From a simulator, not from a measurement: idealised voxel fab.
A process module follows: voxel self aligned vias.
It is cross-section cut that appears here, measuring 260 nm in width, its square cells being 5 nm in size.
If you're reading a cross-section in this doc, picture square cells in a grid; it comes to you as bands, top ones listed first down to the bottom, and a band can be one or more rows of cells.
What a band's entry tells you: where the top is and where the bottom is, as heights in nm, and after that what lies inside, material by material from left to right, each with its width in nm. Empty space is written as the word "empty", and a single material marked with the word "throughout" occupies the band from edge to edge.
For the purposes of this specification, 0 denotes the height below which the wafer in its as-received condition is composed wholly of one material, and the lowermost band, lacking a lower limit, extends downward without end, as expressed in "from 0 down".
Read "30->40" as a graded width: first number on top, second number at the bottom, same change between each pair of neighbouring rows.
When a step is marked "same as before", none of the cells in the cross-section changed during that step.
What "Entrapped void list" gives you is every empty space of 8 cells or more that is cut off from the top. Each appears as width x height at distance, with the distance taken from the left edge and width, height and distance all in nm.
Text after the settings on a step's line: the simulator's own remark on that step.
"overlay nm" answers the question of how far to the right of plan the mask lay on a step that has a mask, and when it is negative the answer is to the left.
## The planned process steps are enumerated hereunder
1 RECEIVE,material Si
2 CONFORMAL_DEP,material SiO2,thk nm 15
3 CONFORMAL_DEP,material SiCN,thk nm 5
4 DIRECTIONAL_DEP,material lowk,thk nm 25
5 DIRECTIONAL_DEP,material aC,thk nm 10
6 PATTERN,tone open,mask id LINES,material resist,width nm 30,pitch nm 65,thk nm 25,overlay nm 0
7 DIRECTIONAL_ETCH,etch materials aC,depth nm 10
8 STRIP,etch materials resist
9 DIRECTIONAL_ETCH,etch materials lowk,depth nm 25
10 STRIP,etch materials aC
11 CONFORMAL_DEP,material TiN,thk nm 5
12 FILL_DEP,material W,thk nm 5
13 CMP,height nm 45
14 SELECTIVE_ETCH,etch materials W Ru TiN,depth nm 10
15 FILL_DEP,material SiN,thk nm 10
16 CMP,height nm 45
17 DIRECTIONAL_DEP,material lowk,thk nm 15
18 PATTERN,tone open,mask id VIAS,material resist,width nm 50,pitch nm 65,thk nm 15,overlay nm 0
19 DIRECTIONAL_ETCH,etch materials lowk,depth nm 15
20 DIRECTIONAL_ETCH,etch materials SiN,depth nm 10
21 STRIP,etch materials resist
22 CONFORMAL_DEP,material TiN,thk nm 5
23 FILL_DEP,material Ru,thk nm 10
24 CMP,height nm 60
25 CONFORMAL_DEP,material SiCN,thk nm 5
## Wafer, first of two, run as planned
## This is the cross-section of the wafer as we received it, i.e. after step 1
from 0 down: Si throughout
Entrapped void list: none
## Step 2 done - wafer cross-section
from 15 to 0: SiO2 throughout
Below 0, the layers are the same as they were.
## Step 3 done - wafer cross-section
from 20 to 15: SiCN throughout
Below 15, the layers are the same as they were.
## Step 4 done - wafer cross-section
from 45 to 20: lowk throughout
Below 20, the layers are the same as they were.
## Step 5 done - wafer cross-section
from 55 to 45: aC throughout
Below 45, the layers are the same as they were.
## Step 6 done - wafer cross-section
from 80 to 55: resist 80 nm; empty 30 nm; resist 35 nm; empty 30 nm; resist 85 nm
Below 55, the layers are the same as they were.
## Step 7 done - wafer cross-section
from 70 to 55: resist 80 nm; empty 30 nm; resist 35 nm; empty 30 nm; resist 85 nm
from 55 to 45: aC 80 nm; empty 30 nm; aC 35 nm; empty 30 nm; aC 85 nm
Below 45, the layers are the same as they were.
## Step 8 done - wafer cross-section
from 55 to 45: aC 80 nm; empty 30 nm; aC 35 nm; empty 30 nm; aC 85 nm
Below 45, the layers are the same as they were.
## Step 9 done - wafer cross-section
from 55 to 45: aC 80 nm; empty 30 nm; aC 35 nm; empty 30 nm; aC 85 nm
from 45 to 20: lowk 80 nm; empty 30 nm; lowk 35 nm; empty 30 nm; lowk 85 nm
Below 20, the layers are the same as they were.
## Step 10 done - wafer cross-section
from 45 to 20: lowk 80 nm; empty 30 nm; lowk 35 nm; empty 30 nm; lowk 85 nm
Below 20, the layers are the same as they were.
## Step 11 done - wafer cross-section
from 50 to 45: TiN 85 nm; empty 20 nm; TiN 45 nm; empty 20 nm; TiN 90 nm
from 45 to 25: lowk 80 nm; TiN 5 nm; empty 20 nm; TiN 5 nm; lowk 35 nm; TiN 5 nm; empty 20 nm; TiN 5 nm; lowk 85 nm
from 25 to 20: lowk 80 nm; TiN 30 nm; lowk 35 nm; TiN 30 nm; lowk 85 nm
Below 20, the layers are the same as they were.
## Step 12 done - wafer cross-section
from 55 to 50: W throughout
from 50 to 45: TiN 85 nm; W 20 nm; TiN 45 nm; W 20 nm; TiN 90 nm
from 45 to 25: lowk 80 nm; TiN 5 nm; W 20 nm; TiN 5 nm; lowk 35 nm; TiN 5 nm; W 20 nm; TiN 5 nm; lowk 85 nm
Below 25, the layers are the same as they were.
## Step 13 done - wafer cross-section
from 45 to 25: lowk 80 nm; TiN 5 nm; W 20 nm; TiN 5 nm; lowk 35 nm; TiN 5 nm; W 20 nm; TiN 5 nm; lowk 85 nm
Below 25, the layers are the same as they were.
## Step 14 done - wafer cross-section
from 45 to 35: lowk 80 nm; empty 30 nm; lowk 35 nm; empty 30 nm; lowk 85 nm
Below 35, the layers are the same as they were.
## Step 15 done - wafer cross-section
from 55 to 45: SiN throughout
from 45 to 35: lowk 80 nm; SiN 30 nm; lowk 35 nm; SiN 30 nm; lowk 85 nm
Below 35, the layers are the same as they were.
## Step 16 done - wafer cross-section
from 45 to 35: lowk 80 nm; SiN 30 nm; lowk 35 nm; SiN 30 nm; lowk 85 nm
Below 35, the layers are the same as they were.
## Step 17 done - wafer cross-section
from 60 to 45: lowk throughout
Below 45, the layers are the same as they were.
## Step 18 done - wafer cross-section
from 75 to 60: resist 70 nm; empty 50 nm; resist 15 nm; empty 50 nm; resist 75 nm
Below 60, the layers are the same as they were.
## Step 19 done - wafer cross-section
from 75 to 60: resist 70 nm; empty 50 nm; resist 15 nm; empty 50 nm; resist 75 nm
from 60 to 45: lowk 70 nm; empty 50 nm; lowk 15 nm; empty 50 nm; lowk 75 nm
Below 45, the layers are the same as they were.
## Step 20 done - wafer cross-section
from 75 to 60: resist 70 nm; empty 50 nm; resist 15 nm; empty 50 nm; resist 75 nm
from 60 to 45: lowk 70 nm; empty 50 nm; lowk 15 nm; empty 50 nm; lowk 75 nm
from 45 to 35: lowk 80 nm; empty 30 nm; lowk 35 nm; empty 30 nm; lowk 85 nm
Below 35, the layers are the same as they were.
## Step 21 done - wafer cross-section
from 60 to 45: lowk 70 nm; empty 50 nm; lowk 15 nm; empty 50 nm; lowk 75 nm
Below 45, the layers are the same as they were.
## Step 22 done - wafer cross-section
from 65 to 60: TiN 75 nm; empty 40 nm; TiN 25 nm; empty 40 nm; TiN 80 nm
from 60 to 50: lowk 70 nm; TiN 5 nm; empty 40 nm; TiN 5 nm; lowk 15 nm; TiN 5 nm; empty 40 nm; TiN 5 nm; lowk 75 nm
from 50 to 40: lowk 70->80 nm; TiN 15->5 nm; empty 20 nm; TiN 15->5 nm; lowk 15->35 nm; TiN 15->5 nm; empty 20 nm; TiN 15->5 nm; lowk 75->85 nm
from 40 to 35: lowk 80 nm; TiN 30 nm; lowk 35 nm; TiN 30 nm; lowk 85 nm
Below 35, the layers are the same as they were.
## Step 23 done - wafer cross-section
from 75 to 65: Ru throughout
from 65 to 60: TiN 75 nm; Ru 40 nm; TiN 25 nm; Ru 40 nm; TiN 80 nm
from 60 to 50: lowk 70 nm; TiN 5 nm; Ru 40 nm; TiN 5 nm; lowk 15 nm; TiN 5 nm; Ru 40 nm; TiN 5 nm; lowk 75 nm
from 50 to 40: lowk 70->80 nm; TiN 15->5 nm; Ru 20 nm; TiN 15->5 nm; lowk 15->35 nm; TiN 15->5 nm; Ru 20 nm; TiN 15->5 nm; lowk 75->85 nm
Below 40, the layers are the same as they were.
## Step 24 done - wafer cross-section
from 60 to 50: lowk 70 nm; TiN 5 nm; Ru 40 nm; TiN 5 nm; lowk 15 nm; TiN 5 nm; Ru 40 nm; TiN 5 nm; lowk 75 nm
Below 50, the layers are the same as they were.
## Step 25 done - wafer cross-section
from 65 to 60: SiCN throughout
Below 60, the layers are the same as they were.
## Second wafer. Start and plan as for the first. One mistake made in running. Agrees with the first up to and including step 19
## Cross-sectional representation of the second wafer at the time designated in the plan for the completion of step 20
from 75 to 60: resist 70 nm; empty 50 nm; resist 15 nm; empty 50 nm; resist 75 nm
from 60 to 45: lowk 70 nm; empty 50 nm; lowk 15 nm; empty 50 nm; lowk 75 nm
from 45 to 35: lowk 70 nm; empty 10 nm; SiN 30 nm; empty 10 nm; lowk 15 nm; empty 10 nm; SiN 30 nm; empty 10 nm; lowk 75 nm
Below 35, the layers are the same as they were.
## Cross-sectional representation of the second wafer at the time designated in the plan for the completion of step 21
from 60 to 45: lowk 70 nm; empty 50 nm; lowk 15 nm; empty 50 nm; lowk 75 nm
Below 45, the layers are the same as they were.
## Cross-sectional representation of the second wafer at the time designated in the plan for the completion of step 22
from 65 to 60: TiN 75 nm; empty 40 nm; TiN 25 nm; empty 40 nm; TiN 80 nm
from 60 to 50: lowk 70 nm; TiN 5 nm; empty 40 nm; TiN 5 nm; lowk 15 nm; TiN 5 nm; empty 40 nm; TiN 5 nm; lowk 75 nm
from 50 to 45: lowk 70 nm; TiN 50 nm; lowk 15 nm; TiN 50 nm; lowk 75 nm
from 45 to 35: lowk 70 nm; TiN 10 nm; SiN 30 nm; TiN 10 nm; lowk 15 nm; TiN 10 nm; SiN 30 nm; TiN 10 nm; lowk 75 nm
Below 35, the layers are the same as they were.
## Cross-sectional representation of the second wafer at the time designated in the plan for the completion of step 23
from 75 to 65: Ru throughout
from 65 to 60: TiN 75 nm; Ru 40 nm; TiN 25 nm; Ru 40 nm; TiN 80 nm
from 60 to 50: lowk 70 nm; TiN 5 nm; Ru 40 nm; TiN 5 nm; lowk 15 nm; TiN 5 nm; Ru 40 nm; TiN 5 nm; lowk 75 nm
Below 50, the layers are the same as they were.
## Cross-sectional representation of the second wafer at the time designated in the plan for the completion of step 24
from 60 to 50: lowk 70 nm; TiN 5 nm; Ru 40 nm; TiN 5 nm; lowk 15 nm; TiN 5 nm; Ru 40 nm; TiN 5 nm; lowk 75 nm
Below 50, the layers are the same as they were.
## Cross-sectional representation of the second wafer at the time designated in the plan for the completion of step 25
from 65 to 60: SiCN throughout
Below 60, the layers are the same as they were.
Run error: step 20 was not run as planned; what actually ran was DIRECTIONAL_ETCH,etch materials lowk,depth nm 10
It is noted that, at the conclusion of processing, the second wafer exhibits a higher or lower cell count for certain materials relative to the first: 16 fewer of Ru, 24 more of SiN, 8 more of TiN, 16 fewer of lowk
